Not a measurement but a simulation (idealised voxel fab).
process module | voxel gate over fins
Section shown: cut. Width: 180 nm. Cell size: 5 nm, square.
If you're reading a cross-section in this doc, picture square cells in a grid; it comes to you as bands, top ones listed first down to the bottom, and a band can be one or more rows of cells.
Heights first: top, then bottom, in nm. Then materials, left to right, each with a width in nm. "edge to edge" on a single material: fills the band edge to edge. "air": empty space.
Measure heights from 0. That's the level where, below it, the as-received wafer is all one material. The lowest band is bottomless and extends downward; write it as in "from 0 down".
Per-row width for "30->40": begins at first number (top row of band), ends at second number (bottom row), increment between rows held constant.
The designation "no modification", where it is given for a processing step, indicates that no cell of the cross-section was altered in the course of that step.
Voids not open to the top, 8 cells minimum: see "Voids lacking openings". Written width x height at distance; distance is from the left edge; nm.
Where a step's line continues beyond its settings, the continuation is a remark by the simulator itself on that step.
overlay nm: on a step with a mask, how far right of its planned place the mask lay; negative means left.
So here's the lineup of process steps we planned
- 1: RECEIVE: material Si
- 2: CONFORMAL_DEP: material SiN, thk nm 5
- 3: DIRECTIONAL_DEP: material aC, thk nm 15
- 4: PATTERN: tone cover, mask id FINS, material resist, width nm 15, pitch nm 40, thk nm 35, overlay nm 0
- 5: DIRECTIONAL_ETCH: etch materials aC, depth nm 15
- 6: STRIP: etch materials resist
- 7: DIRECTIONAL_ETCH: etch materials SiN, depth nm 5
- 8: DIRECTIONAL_ETCH: etch materials Si, depth nm 30
- 9: STRIP: etch materials aC
- 10: FILL_DEP: material SiO2, thk nm 10
- 11: CMP: height nm 5
- 12: SELECTIVE_ETCH: etch materials SiO2, depth nm 15
- 13: STRIP: etch materials SiN
- 14: CONFORMAL_DEP: material HfO2, thk nm 5
- 15: CONFORMAL_DEP: material TiN, thk nm 5
- 16: FILL_DEP: material W, thk nm 10
- 17: CMP: height nm 15
- 18: CONFORMAL_DEP: material SiCN, thk nm 5
So this is the incoming wafer in cross-section - it's already been through step 1
from 0 down = Si edge to edge
Voids lacking openings: none
Final cross-section, module run with one mistake (start and plan as above)
from 20 to 15 = SiCN edge to edge
from 15 to 10 = W edge to edge
from 10 to 5 = 10 nm W / 35 nm TiN / 5 nm W / 35 nm TiN / 5 nm W / 35 nm TiN / 5 nm W / 35 nm TiN / 15 nm W
from 5 to 0 = 10 nm W / 5 nm TiN / 25 nm HfO2 / 5 nm TiN / 5 nm W / 5 nm TiN / 25 nm HfO2 / 5 nm TiN / 5 nm W / 5 nm TiN / 25 nm HfO2 / 5 nm TiN / 5 nm W / 5 nm TiN / 25 nm HfO2 / 5 nm TiN / 15 nm W
from 0 to -5 = 15 nm TiN / 5 nm HfO2 / 15 nm Si / 5 nm HfO2 / 5 nm TiN / 5 nm W / 5 nm TiN / 5 nm HfO2 / 15 nm Si / 5 nm HfO2 / 5 nm TiN / 5 nm W / 5 nm TiN / 5 nm HfO2 / 15 nm Si / 5 nm HfO2 / 5 nm TiN / 5 nm W / 5 nm TiN / 5 nm HfO2 / 15 nm Si / 5 nm HfO2 / 20 nm TiN
from -5 to -10 = 10 nm HfO2 / 5 nm TiN / 5 nm HfO2 / 15 nm Si / 5 nm HfO2 / 15 nm TiN / 5 nm HfO2 / 15 nm Si / 5 nm HfO2 / 15 nm TiN / 5 nm HfO2 / 15 nm Si / 5 nm HfO2 / 15 nm TiN / 5 nm HfO2 / 15 nm Si / 5 nm HfO2 / 5 nm TiN / 15 nm HfO2
from -10 to -15 = 5 nm SiO2 / 15 nm HfO2 / 15 nm Si / 25 nm HfO2 / 15 nm Si / 25 nm HfO2 / 15 nm Si / 25 nm HfO2 / 15 nm Si / 15 nm HfO2 / 10 nm SiO2
from -15 to -30 = 20 nm SiO2 / 15 nm Si / 25 nm SiO2 / 15 nm Si / 25 nm SiO2 / 15 nm Si / 25 nm SiO2 / 15 nm Si / 25 nm SiO2
from -30 down = Si edge to edge
Voids lacking openings: none
Where did the run depart from the plan? order of steps 12 and 13 inverted relative to the plan
